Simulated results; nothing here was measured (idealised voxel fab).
Process module heading - voxel capacitor over wiring
175 nm wide, 5 nm square cells: that's cross-section cut.
Cross-section layout: square cells on a grid; listed as bands, top to bottom; a band spans one or more cell rows.
Band entry format. Leading values: height of top, height of bottom, nm. Remainder: materials in left-to-right order, each with its width in nm. Special words: "everywhere" on a single material, which then fills the band edge to edge; "blank", empty space.
Height is counted from the level 0, under which the received wafer is composed throughout of one material. The lowest of the bands is not closed at the bottom but continues downward, in the notation "z 0 and below".
Per-row width for "30->40": begins at first number (top row of band), ends at second number (bottom row), increment between rows held constant.
For the purposes of this document, the phrase "no alterations made" attached to a step denotes that no cell within the cross-section was modified by that step.
In the "Sealed void listing" entry, you get each enclosed empty space of 8 cells or more, one with no open way to the top, written width x height at distance, distance from the left edge, in nm.
If you see something after the settings on a step's line, that's the simulator's own remark about that step.
"overlay nm" on a masked step: distance the mask lay right of its planned place, negative for left.
Read the rest as pairs. Take the cross-section before one process step, then the cross-section after it, which shows only down to the lowest band that changed. Under the pair, find the step between them and its settings. Bear in mind that pairs may come from different runs of this module on the same starting wafer: link a pair to the pair above it only where its entry headed "Structure before processing" says to.
-- Structure before processing
> z 60 to 55  lowk everywhere
> z 55 to 35  lowk 30 nm; Ru 30 nm; lowk 50 nm; Ru 30 nm; lowk 35 nm
> z 35 to 30  lowk 30 nm; TiN 30 nm; lowk 50 nm; TiN 30 nm; lowk 35 nm
> z 30 to 0  SiO2 everywhere
> z 0 and below  Si everywhere
> Sealed void listing: none
-- Resulting Cross-Section
> z 40 to 35  lowk 30 nm; Ru 30 nm; lowk 50 nm; Ru 30 nm; lowk 35 nm
> Note: structure below 35 unchanged.
> Sealed void listing: none
What step was run between the cross-section before it and the cross-section after it, both above? CMP [height nm 40]
Structure before processing: this step begins from the cross-section that the pair just above shows after its step.
-- Resulting Cross-Section
> z 45 to 40  SiCN everywhere
> Note: structure below 40 unchanged.
> Sealed void listing: none
What step was run between the cross-section before it and the cross-section after it, both above? CONFORMAL_DEP [material SiCN] [thk nm 5]
Structure before processing: this step begins from the cross-section that the pair just above shows after its step.
-- Resulting Cross-Section
> z 65 to 45  lowk everywhere
> Note: structure below 45 unchanged.
> Sealed void listing: none
What step was run between the cross-section before it and the cross-section after it, both above? DIRECTIONAL_DEP [material lowk] [thk nm 20]
Structure before processing: this step begins from the cross-section that the pair just above shows after its step.
-- Resulting Cross-Section
> z 75 to 65  aC everywhere
> Note: structure below 65 unchanged.
> Sealed void listing: none
What step was run between the cross-section before it and the cross-section after it, both above? DIRECTIONAL_DEP [material aC] [thk nm 10]
Structure before processing: this step begins from the cross-section that the pair just above shows after its step.
-- Resulting Cross-Section
> z 100 to 75  resist 45 nm; blank 15 nm; resist 115 nm
> Note: structure below 75 unchanged.
> Sealed void listing: none
What step was run between the cross-section before it and the cross-section after it, both above? PATTERN [tone open] [mask id PLUG_1] [material resist] [width nm 15] [thk nm 25] [overlay nm 0]
Structure before processing: this step begins from the cross-section that the pair just above shows after its step.
-- Resulting Cross-Section
> z 90 to 75  resist 45 nm; blank 15 nm; resist 115 nm
> z 75 to 65  aC 45 nm; blank 15 nm; aC 115 nm
> Note: structure below 65 unchanged.
> Sealed void listing: none
What step was run between the cross-section before it and the cross-section after it, both above? DIRECTIONAL_ETCH [etch materials aC] [depth nm 10]
Structure before processing: this step begins from the cross-section that the pair just above shows after its step.
-- Resulting Cross-Section
> z 75 to 65  aC 45 nm; blank 15 nm; aC 115 nm
> Note: structure below 65 unchanged.
> Sealed void listing: none
What step was run between the cross-section before it and the cross-section after it, both above? STRIP [etch materials resist]
Structure before processing: this step begins from the cross-section that the pair just above shows after its step.
-- Resulting Cross-Section
> z 75 to 65  aC 45 nm; blank 15 nm; aC 115 nm
> z 65 to 45  lowk 45 nm; blank 15 nm; lowk 115 nm
> Note: structure below 45 unchanged.
> Sealed void listing: none
What step was run between the cross-section before it and the cross-section after it, both above? DIRECTIONAL_ETCH [etch materials lowk] [depth nm 20]
Structure before processing: this step begins from the cross-section that the pair just above shows after its step.
-- Resulting Cross-Section
> z 75 to 65  aC 45 nm; blank 15 nm; aC 115 nm
> z 65 to 45  lowk 45 nm; blank 15 nm; lowk 115 nm
> z 45 to 40  SiCN 45 nm; blank 15 nm; SiCN 115 nm
> Note: structure below 40 unchanged.
> Sealed void listing: none
What step was run between the cross-section before it and the cross-section after it, both above? DIRECTIONAL_ETCH [etch materials SiCN] [depth nm 5]
Structure before processing: this step begins from the cross-section that the pair just above shows after its step.
-- Resulting Cross-Section
> z 65 to 45  lowk 45 nm; blank 15 nm; lowk 115 nm
> Note: structure below 45 unchanged.
> Sealed void listing: none
What step was run between the cross-section before it and the cross-section after it, both above? STRIP [etch materials aC]
Structure before processing: this step begins from the cross-section that the pair just above shows after its step.
-- Resulting Cross-Section
> z 70 to 65  TiN 50 nm; blank 5 nm; TiN 120 nm
> z 65 to 45  lowk 45 nm; TiN 5 nm; blank 5 nm; TiN 5 nm; lowk 115 nm
> z 45 to 40  SiCN 45 nm; TiN 15 nm; SiCN 115 nm
> Note: structure below 40 unchanged.
> Sealed void listing: none
What step was run between the cross-section before it and the cross-section after it, both above? CONFORMAL_DEP [material TiN] [thk nm 5]
Structure before processing: this step begins from the cross-section that the pair just above shows after its step.
-- Resulting Cross-Section
> z 75 to 70  Ru everywhere
> z 70 to 65  TiN 50 nm; Ru 5 nm; TiN 120 nm
> z 65 to 45  lowk 45 nm; TiN 5 nm; Ru 5 nm; TiN 5 nm; lowk 115 nm
> Note: structure below 45 unchanged.
> Sealed void listing: none
What step was run between the cross-section before it and the cross-section after it, both above? FILL_DEP [material Ru] [thk nm 5]
Structure before processing: this step begins from the cross-section that the pair just above shows after its step.
-- Resulting Cross-Section
> z 65 to 45  lowk 45 nm; TiN 5 nm; Ru 5 nm; TiN 5 nm; lowk 115 nm
> Note: structure below 45 unchanged.
> Sealed void listing: none
What step was run between the cross-section before it and the cross-section after it, both above? CMP [height nm 65]
Structure before processing: this step begins from the cross-section that the pair just above shows after its step.
-- Resulting Cross-Section
> z 75 to 65  TiN everywhere
> Note: structure below 65 unchanged.
> Sealed void listing: none
What step was run between the cross-section before it and the cross-section after it, both above? DIRECTIONAL_DEP [material TiN] [thk nm 10]
Structure before processing: this step begins from the cross-section that the pair just above shows after its step.
-- Resulting Cross-Section
> z 80 to 75  SiN everywhere
> Note: structure below 75 unchanged.
> Sealed void listing: none
What step was run between the cross-section before it and the cross-section after it, both above? DIRECTIONAL_DEP [material SiN] [thk nm 5]
Structure before processing: this step begins from the cross-section that the pair just above shows after its step.
-- Resulting Cross-Section
> z 90 to 80  TiN everywhere
> Note: structure below 80 unchanged.
> Sealed void listing: none
What step was run between the cross-section before it and the cross-section after it, both above? DIRECTIONAL_DEP [material TiN] [thk nm 10]
Structure before processing: this step begins from the cross-section that the pair just above shows after its step.
-- Resulting Cross-Section
> z 105 to 90  aC everywhere
> Note: structure below 90 unchanged.
> Sealed void listing: none
What step was run between the cross-section before it and the cross-section after it, both above? DIRECTIONAL_DEP [material aC] [thk nm 15]
Structure before processing: this step begins from the cross-section that the pair just above shows after its step.
-- Resulting Cross-Section
> z 135 to 105  blank 45 nm; resist 55 nm; blank 75 nm
> Note: structure below 105 unchanged.
> Sealed void listing: none
What step was run between the cross-section before it and the cross-section after it, both above? PATTERN [tone cover] [mask id UPPER_PLATE] [material resist] [width nm 55] [thk nm 30] [overlay nm 0]
Structure before processing: this step begins from the cross-section that the pair just above shows after its step.
-- Resulting Cross-Section
> z 120 to 105  blank 45 nm; resist 55 nm; blank 75 nm
> z 105 to 90  blank 45 nm; aC 55 nm; blank 75 nm
> Note: structure below 90 unchanged.
> Sealed void listing: none
What step was run between the cross-section before it and the cross-section after it, both above? DIRECTIONAL_ETCH [etch materials aC] [depth nm 15]
Structure before processing: this step begins from the cross-section that the pair just above shows after its step.
-- Resulting Cross-Section
> z 105 to 90  blank 45 nm; aC 55 nm; blank 75 nm
> Note: structure below 90 unchanged.
> Sealed void listing: none
What step was run between the cross-section before it and the cross-section after it, both above? STRIP [etch materials resist]
Structure before processing: this step begins from the cross-section that the pair just above shows after its step.
-- Resulting Cross-Section
> z 105 to 90  blank 45 nm; aC 55 nm; blank 75 nm
> z 90 to 80  blank 45 nm; TiN 55 nm; blank 75 nm
> Note: structure below 80 unchanged.
> Sealed void listing: none
What step was run between the cross-section before it and the cross-section after it, both above? DIRECTIONAL_ETCH [etch materials TiN] [depth nm 10]
Structure before processing: this step begins from the cross-section that the pair just above shows after its step.
-- Resulting Cross-Section
> z 105 to 90  blank 45 nm; aC 55 nm; blank 75 nm
> z 90 to 80  blank 45 nm; TiN 55 nm; blank 75 nm
> z 80 to 75  blank 45 nm; SiN 55 nm; blank 75 nm
> Note: structure below 75 unchanged.
> Sealed void listing: none
What step was run between the cross-section before it and the cross-section after it, both above? DIRECTIONAL_ETCH [etch materials SiN] [depth nm 5]
Structure before processing: this step begins from the cross-section that the pair just above shows after its step.
-- Resulting Cross-Section
> z 90 to 80  blank 45 nm; TiN 55 nm; blank 75 nm
> Note: structure below 80 unchanged.
> Sealed void listing: none
What step was run between the cross-section before it and the cross-section after it, both above? STRIP [etch materials aC]
Structure before processing: this step begins from the cross-section that the pair just above shows after its step.
-- Resulting Cross-Section
> z 100 to 90  blank 45 nm; aC 55 nm; blank 75 nm
> z 90 to 85  blank 45 nm; TiN 55 nm; blank 75 nm
> z 85 to 80  aC 45 nm; TiN 55 nm; aC 75 nm
> z 80 to 75  aC 45 nm; SiN 55 nm; aC 75 nm
> Note: structure below 75 unchanged.
> Sealed void listing: none
What step was run between the cross-section before it and the cross-section after it, both above? DIRECTIONAL_DEP [material aC] [thk nm 10]
Structure before processing: this step begins from the cross-section that the pair just above shows after its step.
-- Resulting Cross-Section
> z 130 to 100  blank 40 nm; resist 65 nm; blank 70 nm
> z 100 to 90  blank 40 nm; resist 5 nm; aC 55 nm; resist 5 nm; blank 70 nm
> z 90 to 85  blank 40 nm; resist 5 nm; TiN 55 nm; resist 5 nm; blank 70 nm
> Note: structure below 85 unchanged.
> Sealed void listing: none
What step was run between the cross-section before it and the cross-section after it, both above? PATTERN [tone cover] [mask id LOWER_PLATE] [material resist] [width nm 65] [thk nm 30] [overlay nm 0]
Structure before processing: this step begins from the cross-section that the pair just above shows after its step.
-- Resulting Cross-Section
> z 120 to 100  blank 40 nm; resist 65 nm; blank 70 nm
> z 100 to 90  blank 40 nm; resist 5 nm; aC 55 nm; resist 5 nm; blank 70 nm
> z 90 to 85  blank 40 nm; resist 5 nm; TiN 55 nm; resist 5 nm; blank 70 nm
> z 85 to 80  blank 40 nm; aC 5 nm; TiN 55 nm; aC 5 nm; blank 70 nm
> z 80 to 75  blank 40 nm; aC 5 nm; SiN 55 nm; aC 5 nm; blank 70 nm
> Note: structure below 75 unchanged.
> Sealed void listing: none
What step was run between the cross-section before it and the cross-section after it, both above? DIRECTIONAL_ETCH [etch materials aC] [depth nm 10]
Structure before processing: this step begins from the cross-section that the pair just above shows after its step.
-- Resulting Cross-Section
> z 100 to 90  blank 45 nm; aC 55 nm; blank 75 nm
> z 90 to 85  blank 45 nm; TiN 55 nm; blank 75 nm
> Note: structure below 85 unchanged.
> Sealed void listing: none
What step was run between the cross-section before it and the cross-section after it, both above? STRIP [etch materials resist]
Structure before processing: this step begins from the cross-section that the pair just above shows after its step.
-- Resulting Cross-Section
> z 100 to 90  blank 45 nm; aC 55 nm; blank 75 nm
> z 90 to 85  blank 45 nm; TiN 55 nm; blank 75 nm
> z 85 to 80  blank 40 nm; aC 5 nm; TiN 55 nm; aC 5 nm; blank 70 nm
> z 80 to 75  blank 40 nm; aC 5 nm; SiN 55 nm; aC 5 nm; blank 70 nm
> z 75 to 65  blank 40 nm; TiN 65 nm; blank 70 nm
> Note: structure below 65 unchanged.
> Sealed void listing: none
What step was run between the cross-section before it and the cross-section after it, both above? DIRECTIONAL_ETCH [etch materials TiN] [depth nm 10]
Structure before processing: this step begins from the cross-section that the pair just above shows after its step.
-- Resulting Cross-Section
> z 90 to 80  blank 45 nm; TiN 55 nm; blank 75 nm
> z 80 to 75  blank 45 nm; SiN 55 nm; blank 75 nm
> Note: structure below 75 unchanged.
> Sealed void listing: none
What step was run between the cross-section before it and the cross-section after it, both above? STRIP [etch materials aC]
Structure before processing: this step begins from the cross-section that the pair just above shows after its step.
-- Resulting Cross-Section
> z 110 to 90  SiO2 everywhere
> z 90 to 80  SiO2 45 nm; TiN 55 nm; SiO2 75 nm
> z 80 to 75  SiO2 45 nm; SiN 55 nm; SiO2 75 nm
> z 75 to 65  SiO2 40 nm; TiN 65 nm; SiO2 70 nm
> Note: structure below 65 unchanged.
> Sealed void listing: none
What step was run between the cross-section before it and the cross-section after it, both above? FILL_DEP [material SiO2] [thk nm 20]
Structure before processing: this step begins from the cross-section that the pair just above shows after its step.
-- Resulting Cross-Section
> z 105 to 90  SiO2 everywhere
> Note: structure below 90 unchanged.
> Sealed void listing: none
What step was run between the cross-section before it and the cross-section after it, both above? CMP [height nm 105]
Structure before processing: this step begins from the cross-section that the pair just above shows after its step.
-- Resulting Cross-Section
> z 105 to 90  SiO2 55 nm; blank 15 nm; SiO2 105 nm
> Note: structure below 90 unchanged.
> Sealed void listing: none
What step was run between the cross-section before it and the cross-section after it, both above? MASKED_ETCH [tone open] [mask id PLUG_2] [width nm 15] [etch materials SiO2] [depth nm 15] [overlay nm 0]
Structure before processing: this step begins from the cross-section that the pair just above shows after its step.
-- Resulting Cross-Section
> z 110 to 105  TiN 60 nm; blank 5 nm; TiN 110 nm
> z 105 to 95  SiO2 55 nm; TiN 5 nm; blank 5 nm; TiN 5 nm; SiO2 105 nm
> z 95 to 90  SiO2 55 nm; TiN 15 nm; SiO2 105 nm
> Note: structure below 90 unchanged.
> Sealed void listing: none
What step was run between the cross-section before it and the cross-section after it, both above? CONFORMAL_DEP [material TiN] [thk nm 5]
Structure before processing: this step begins from the cross-section that the pair just above shows after its step.
-- Resulting Cross-Section
> z 115 to 110  Ru everywhere
> z 110 to 105  TiN 60 nm; Ru 5 nm; TiN 110 nm
> z 105 to 95  SiO2 55 nm; TiN 5 nm; Ru 5 nm; TiN 5 nm; SiO2 105 nm
> Note: structure below 95 unchanged.
> Sealed void listing: none
What step was run between the cross-section before it and the cross-section after it, both above? FILL_DEP [material Ru] [thk nm 5]
Structure before processing: this step begins from the cross-section that the pair just above shows after its step.
-- Resulting Cross-Section
> z 105 to 95  SiO2 55 nm; TiN 5 nm; Ru 5 nm; TiN 5 nm; SiO2 105 nm
> Note: structure below 95 unchanged.
> Sealed void listing: none
What step was run between the cross-section before it and the cross-section after it, both above? CMP [height nm 105]
Structure before processing: this step begins from the cross-section that the pair just above shows after its step.
-- Resulting Cross-Section
> z 110 to 105  SiCN everywhere
> Note: structure below 105 unchanged.
> Sealed void listing: none
What step was run between the cross-section before it and the cross-section after it, both above? CONFORMAL_DEP [material SiCN] [thk nm 5]
-- Structure before processing
> z 85 to 65  TiN everywhere
> z 65 to 45  lowk 45 nm; TiN 5 nm; Ru 5 nm; TiN 5 nm; lowk 115 nm
> z 45 to 40  SiCN 45 nm; TiN 15 nm; SiCN 115 nm
> z 40 to 20  lowk 30 nm; Ru 30 nm; lowk 50 nm; Ru 30 nm; lowk 35 nm
> z 20 to 15  lowk 30 nm; TiN 30 nm; lowk 50 nm; TiN 30 nm; lowk 35 nm
> z 15 to 0  SiO2 everywhere
> z 0 and below  Si everywhere
> Sealed void listing: none
-- Resulting Cross-Section
> z 90 to 85  SiN everywhere
> Note: structure below 85 unchanged.
> Sealed void listing: none
What step was run between the cross-section before it and the cross-section after it, both above? DIRECTIONAL_DEP [material SiN] [thk nm 5]
Structure before processing: this step begins from the cross-section that the pair just above shows after its step.
-- Resulting Cross-Section
> z 105 to 90  aC everywhere
> Note: structure below 90 unchanged.
> Sealed void listing: none
What step was run between the cross-section before it and the cross-section after it, both above? DIRECTIONAL_DEP [material aC] [thk nm 15]
Structure before processing: this step begins from the cross-section that the pair just above shows after its step.
-- Resulting Cross-Section
> z 135 to 105  blank 45 nm; resist 55 nm; blank 75 nm
> Note: structure below 105 unchanged.
> Sealed void listing: none
What step was run between the cross-section before it and the cross-section after it, both above? PATTERN [tone cover] [mask id UPPER_PLATE] [material resist] [width nm 55] [thk nm 30] [overlay nm 0]
Structure before processing: this step begins from the cross-section that the pair just above shows after its step.
-- Resulting Cross-Section
> z 120 to 105  blank 45 nm; resist 55 nm; blank 75 nm
> z 105 to 90  blank 45 nm; aC 55 nm; blank 75 nm
> Note: structure below 90 unchanged.
> Sealed void listing: none
What step was run between the cross-section before it and the cross-section after it, both above? DIRECTIONAL_ETCH [etch materials aC] [depth nm 15]
Structure before processing: this step begins from the cross-section that the pair just above shows after its step.
-- Resulting Cross-Section
> z 105 to 90  blank 45 nm; aC 55 nm; blank 75 nm
> Note: structure below 90 unchanged.
> Sealed void listing: none
What step was run between the cross-section before it and the cross-section after it, both above? STRIP [etch materials resist]
Structure before processing: this step begins from the cross-section that the pair just above shows after its step.
-- Resulting Cross-Section
> z 105 to 90  blank 45 nm; aC 55 nm; blank 75 nm
> z 90 to 85  blank 45 nm; SiN 55 nm; blank 75 nm
> Note: structure below 85 unchanged.
> Sealed void listing: none
What step was run between the cross-section before it and the cross-section after it, both above? DIRECTIONAL_ETCH [etch materials SiN] [depth nm 5]
Structure before processing: this step begins from the cross-section that the pair just above shows after its step.
-- Resulting Cross-Section
> z 90 to 85  blank 45 nm; SiN 55 nm; blank 75 nm
> Note: structure below 85 unchanged.
> Sealed void listing: none
What step was run between the cross-section before it and the cross-section after it, both above? STRIP [etch materials aC]
Structure before processing: this step begins from the cross-section that the pair just above shows after its step.
-- Resulting Cross-Section
> z 100 to 95  blank 45 nm; aC 55 nm; blank 75 nm
> z 95 to 90  aC everywhere
> z 90 to 85  aC 45 nm; SiN 55 nm; aC 75 nm
> Note: structure below 85 unchanged.
> Sealed void listing: none
What step was run between the cross-section before it and the cross-section after it, both above? DIRECTIONAL_DEP [material aC] [thk nm 10]
Structure before processing: this step begins from the cross-section that the pair just above shows after its step.
-- Resulting Cross-Section
> z 130 to 100  blank 40 nm; resist 65 nm; blank 70 nm
> z 100 to 95  blank 40 nm; resist 5 nm; aC 55 nm; resist 5 nm; blank 70 nm
> Note: structure below 95 unchanged.
> Sealed void listing: none
What step was run between the cross-section before it and the cross-section after it, both above? PATTERN [tone cover] [mask id LOWER_PLATE] [material resist] [width nm 65] [thk nm 30] [overlay nm 0]
Structure before processing: this step begins from the cross-section that the pair just above shows after its step.
-- Resulting Cross-Section
> z 120 to 100  blank 40 nm; resist 65 nm; blank 70 nm
> z 100 to 95  blank 40 nm; resist 5 nm; aC 55 nm; resist 5 nm; blank 70 nm
> z 95 to 90  blank 40 nm; aC 65 nm; blank 70 nm
> z 90 to 85  blank 40 nm; aC 5 nm; SiN 55 nm; aC 5 nm; blank 70 nm
> Note: structure below 85 unchanged.
> Sealed void listing: none
What step was run between the cross-section before it and the cross-section after it, both above? DIRECTIONAL_ETCH [etch materials aC] [depth nm 10]
Structure before processing: this step begins from the cross-section that the pair just above shows after its step.
-- Resulting Cross-Section
> z 100 to 90  blank 45->40 nm; aC 55->65 nm; blank 75->70 nm
> Note: structure below 90 unchanged.
> Sealed void listing: none
What step was run between the cross-section before it and the cross-section after it, both above? STRIP [etch materials resist]
Structure before processing: this step begins from the cross-section that the pair just above shows after its step.
-- Resulting Cross-Section
> z 100 to 90  blank 45->40 nm; aC 55->65 nm; blank 75->70 nm
> z 90 to 85  blank 40 nm; aC 5 nm; SiN 55 nm; aC 5 nm; blank 70 nm
> z 85 to 75  blank 40 nm; TiN 65 nm; blank 70 nm
> Note: structure below 75 unchanged.
> Sealed void listing: none
What step was run between the cross-section before it and the cross-section after it, both above? DIRECTIONAL_ETCH [etch materials TiN] [depth nm 10]
Structure before processing: this step begins from the cross-section that the pair just above shows after its step.
-- Resulting Cross-Section
> z 90 to 85  blank 45 nm; SiN 55 nm; blank 75 nm
> Note: structure below 85 unchanged.
> Sealed void listing: none
What step was run between the cross-section before it and the cross-section after it, both above? STRIP [etch materials aC]
Structure before processing: this step begins from the cross-section that the pair just above shows after its step.
-- Resulting Cross-Section
> z 110 to 90  SiO2 everywhere
> z 90 to 85  SiO2 45 nm; SiN 55 nm; SiO2 75 nm
> z 85 to 75  SiO2 40 nm; TiN 65 nm; SiO2 70 nm
> Note: structure below 75 unchanged.
> Sealed void listing: none
What step was run between the cross-section before it and the cross-section after it, both above? FILL_DEP [material SiO2] [thk nm 20]
Structure before processing: this step begins from the cross-section that the pair just above shows after its step.
-- Resulting Cross-Section
> z 105 to 90  SiO2 everywhere
> Note: structure below 90 unchanged.
> Sealed void listing: none
What step was run between the cross-section before it and the cross-section after it, both above? CMP [height nm 105]
Structure before processing: this step begins from the cross-section that the pair just above shows after its step.
-- Resulting Cross-Section
> z 105 to 90  SiO2 55 nm; blank 15 nm; SiO2 105 nm
> Note: structure below 90 unchanged.
> Sealed void listing: none
What step was run between the cross-section before it and the cross-section after it, both above? MASKED_ETCH [tone open] [mask id PLUG_2] [width nm 15] [etch materials SiO2] [depth nm 15] [overlay nm 0]
Structure before processing: this step begins from the cross-section that the pair just above shows after its step.
-- Resulting Cross-Section
> z 110 to 105  TiN 60 nm; blank 5 nm; TiN 110 nm
> z 105 to 95  SiO2 55 nm; TiN 5 nm; blank 5 nm; TiN 5 nm; SiO2 105 nm
> z 95 to 90  SiO2 55 nm; TiN 15 nm; SiO2 105 nm
> Note: structure below 90 unchanged.
> Sealed void listing: none
What step was run between the cross-section before it and the cross-section after it, both above? CONFORMAL_DEP [material TiN] [thk nm 5]
Structure before processing: this step begins from the cross-section that the pair just above shows after its step.
-- Resulting Cross-Section
> z 115 to 110  Ru everywhere
> z 110 to 105  TiN 60 nm; Ru 5 nm; TiN 110 nm
> z 105 to 95  SiO2 55 nm; TiN 5 nm; Ru 5 nm; TiN 5 nm; SiO2 105 nm
> Note: structure below 95 unchanged.
> Sealed void listing: none
What step was run between the cross-section before it and the cross-section after it, both above? FILL_DEP [material Ru] [thk nm 5]
Structure before processing: this step begins from the cross-section that the pair just above shows after its step.
-- Resulting Cross-Section
> z 105 to 95  SiO2 55 nm; TiN 5 nm; Ru 5 nm; TiN 5 nm; SiO2 105 nm
> Note: structure below 95 unchanged.
> Sealed void listing: none
What step was run between the cross-section before it and the cross-section after it, both above? CMP [height nm 105]
Structure before processing: this step begins from the cross-section that the pair just above shows after its step.
-- Resulting Cross-Section
> z 110 to 105  SiCN everywhere
> Note: structure below 105 unchanged.
> Sealed void listing: none
What step was run between the cross-section before it and the cross-section after it, both above? CONFORMAL_DEP [material SiCN] [thk nm 5]
-- Structure before processing
> z 100 to 90  blank 45 nm; aC 55 nm; blank 75 nm
> z 90 to 85  blank 45 nm; TiN 55 nm; blank 75 nm
> z 85 to 80  blank 40 nm; aC 5 nm; TiN 55 nm; aC 5 nm; blank 70 nm
> z 80 to 75  blank 40 nm; aC 5 nm; SiN 55 nm; aC 5 nm; blank 70 nm
> z 75 to 65  TiN everywhere
> z 65 to 45  lowk 45 nm; TiN 5 nm; Ru 5 nm; TiN 5 nm; lowk 115 nm
> z 45 to 40  SiCN 45 nm; TiN 15 nm; SiCN 115 nm
> z 40 to 20  lowk 30 nm; Ru 30 nm; lowk 50 nm; Ru 30 nm; lowk 35 nm
> z 20 to 15  lowk 30 nm; TiN 30 nm; lowk 50 nm; TiN 30 nm; lowk 35 nm
> z 15 to 0  SiO2 everywhere
> z 0 and below  Si everywhere
> Sealed void listing: none
-- Resulting Cross-Section
> z 100 to 90  blank 45 nm; aC 55 nm; blank 75 nm
> z 90 to 85  blank 45 nm; TiN 55 nm; blank 75 nm
> z 85 to 80  blank 40 nm; aC 5 nm; TiN 55 nm; aC 5 nm; blank 70 nm
> z 80 to 75  blank 40 nm; aC 5 nm; SiN 55 nm; aC 5 nm; blank 70 nm
> z 75 to 70  blank 40 nm; TiN 65 nm; blank 70 nm
> Note: structure below 70 unchanged.
> Sealed void listing: none
What step was run between the cross-section before it and the cross-section after it, both above? DIRECTIONAL_ETCH [etch materials TiN] [depth nm 5]
Structure before processing: this step begins from the cross-section that the pair just above shows after its step.
-- Resulting Cross-Section
> z 90 to 80  blank 45 nm; TiN 55 nm; blank 75 nm
> z 80 to 75  blank 45 nm; SiN 55 nm; blank 75 nm
> Note: structure below 75 unchanged.
> Sealed void listing: none
What step was run between the cross-section before it and the cross-section after it, both above? STRIP [etch materials aC]
Structure before processing: this step begins from the cross-section that the pair just above shows after its step.
-- Resulting Cross-Section
> z 110 to 90  SiO2 everywhere
> z 90 to 80  SiO2 45 nm; TiN 55 nm; SiO2 75 nm
> z 80 to 75  SiO2 45 nm; SiN 55 nm; SiO2 75 nm
> z 75 to 70  SiO2 40 nm; TiN 65 nm; SiO2 70 nm
> Note: structure below 70 unchanged.
> Sealed void listing: none
What step was run between the cross-section before it and the cross-section after it, both above? FILL_DEP [material SiO2] [thk nm 20]
Structure before processing: this step begins from the cross-section that the pair just above shows after its step.
-- Resulting Cross-Section
> z 105 to 90  SiO2 everywhere
> Note: structure below 90 unchanged.
> Sealed void listing: none
What step was run between the cross-section before it and the cross-section after it, both above? CMP [height nm 105]
Structure before processing: this step begins from the cross-section that the pair just above shows after its step.
-- Resulting Cross-Section
> z 105 to 90  SiO2 55 nm; blank 15 nm; SiO2 105 nm
> Note: structure below 90 unchanged.
> Sealed void listing: none
What step was run between the cross-section before it and the cross-section after it, both above? MASKED_ETCH [tone open] [mask id PLUG_2] [width nm 15] [etch materials SiO2] [depth nm 15] [overlay nm 0]
Structure before processing: this step begins from the cross-section that the pair just above shows after its step.
-- Resulting Cross-Section
> z 110 to 105  TiN 60 nm; blank 5 nm; TiN 110 nm
> z 105 to 95  SiO2 55 nm; TiN 5 nm; blank 5 nm; TiN 5 nm; SiO2 105 nm
> z 95 to 90  SiO2 55 nm; TiN 15 nm; SiO2 105 nm
> Note: structure below 90 unchanged.
> Sealed void listing: none
What step was run between the cross-section before it and the cross-section after it, both above? CONFORMAL_DEP [material TiN] [thk nm 5]
Structure before processing: this step begins from the cross-section that the pair just above shows after its step.
-- Resulting Cross-Section
> z 115 to 110  Ru everywhere
> z 110 to 105  TiN 60 nm; Ru 5 nm; TiN 110 nm
> z 105 to 95  SiO2 55 nm; TiN 5 nm; Ru 5 nm; TiN 5 nm; SiO2 105 nm
> Note: structure below 95 unchanged.
> Sealed void listing: none
What step was run between the cross-section before it and the cross-section after it, both above? FILL_DEP [material Ru] [thk nm 5]
Structure before processing: this step begins from the cross-section that the pair just above shows after its step.
-- Resulting Cross-Section
> z 105 to 95  SiO2 55 nm; TiN 5 nm; Ru 5 nm; TiN 5 nm; SiO2 105 nm
> Note: structure below 95 unchanged.
> Sealed void listing: none
What step was run between the cross-section before it and the cross-section after it, both above? CMP [height nm 105]
Structure before processing: this step begins from the cross-section that the pair just above shows after its step.
-- Resulting Cross-Section
> z 110 to 105  SiCN everywhere
> Note: structure below 105 unchanged.
> Sealed void listing: none
What step was run between the cross-section before it and the cross-section after it, both above? CONFORMAL_DEP [material SiCN] [thk nm 5]
-- Structure before processing
> z 105 to 90  aC everywhere
> z 90 to 80  TiN everywhere
> z 80 to 75  SiN everywhere
> z 75 to 65  TiN everywhere
> z 65 to 45  lowk 45 nm; TiN 5 nm; Ru 5 nm; TiN 5 nm; lowk 115 nm
> z 45 to 40  SiCN 45 nm; TiN 15 nm; SiCN 115 nm
> z 40 to 20  lowk 30 nm; Ru 30 nm; lowk 50 nm; Ru 30 nm; lowk 35 nm
> z 20 to 15  lowk 30 nm; TiN 30 nm; lowk 50 nm; TiN 30 nm; lowk 35 nm
> z 15 to 0  SiO2 everywhere
> z 0 and below  Si everywhere
> Sealed void listing: none
-- Resulting Cross-Section
> z 135 to 105  blank 50 nm; resist 45 nm; blank 80 nm
> Note: structure below 105 unchanged.
> Sealed void listing: none
What step was run between the cross-section before it and the cross-section after it, both above? PATTERN [tone cover] [mask id UPPER_PLATE] [material resist] [width nm 45] [thk nm 30] [overlay nm 0]
Structure before processing: this step begins from the cross-section that the pair just above shows after its step.
-- Resulting Cross-Section
> z 120 to 105  blank 50 nm; resist 45 nm; blank 80 nm
> z 105 to 90  blank 50 nm; aC 45 nm; blank 80 nm
> Note: structure below 90 unchanged.
> Sealed void listing: none
What step was run between the cross-section before it and the cross-section after it, both above? DIRECTIONAL_ETCH [etch materials aC] [depth nm 15]
Structure before processing: this step begins from the cross-section that the pair just above shows after its step.
-- Resulting Cross-Section
> z 105 to 90  blank 50 nm; aC 45 nm; blank 80 nm
> Note: structure below 90 unchanged.
> Sealed void listing: none
What step was run between the cross-section before it and the cross-section after it, both above? STRIP [etch materials resist]
Structure before processing: this step begins from the cross-section that the pair just above shows after its step.
-- Resulting Cross-Section
> z 105 to 90  blank 50 nm; aC 45 nm; blank 80 nm
> z 90 to 80  blank 50 nm; TiN 45 nm; blank 80 nm
> Note: structure below 80 unchanged.
> Sealed void listing: none
What step was run between the cross-section before it and the cross-section after it, both above? DIRECTIONAL_ETCH [etch materials TiN] [depth nm 10]
Structure before processing: this step begins from the cross-section that the pair just above shows after its step.
-- Resulting Cross-Section
> z 105 to 90  blank 50 nm; aC 45 nm; blank 80 nm
> z 90 to 80  blank 50 nm; TiN 45 nm; blank 80 nm
> z 80 to 75  blank 50 nm; SiN 45 nm; blank 80 nm
> Note: structure below 75 unchanged.
> Sealed void listing: none
What step was run between the cross-section before it and the cross-section after it, both above? DIRECTIONAL_ETCH [etch materials SiN] [depth nm 5]
Structure before processing: this step begins from the cross-section that the pair just above shows after its step.
-- Resulting Cross-Section
> z 90 to 80  blank 50 nm; TiN 45 nm; blank 80 nm
> Note: structure below 80 unchanged.
> Sealed void listing: none
What step was run between the cross-section before it and the cross-section after it, both above? STRIP [etch materials aC]
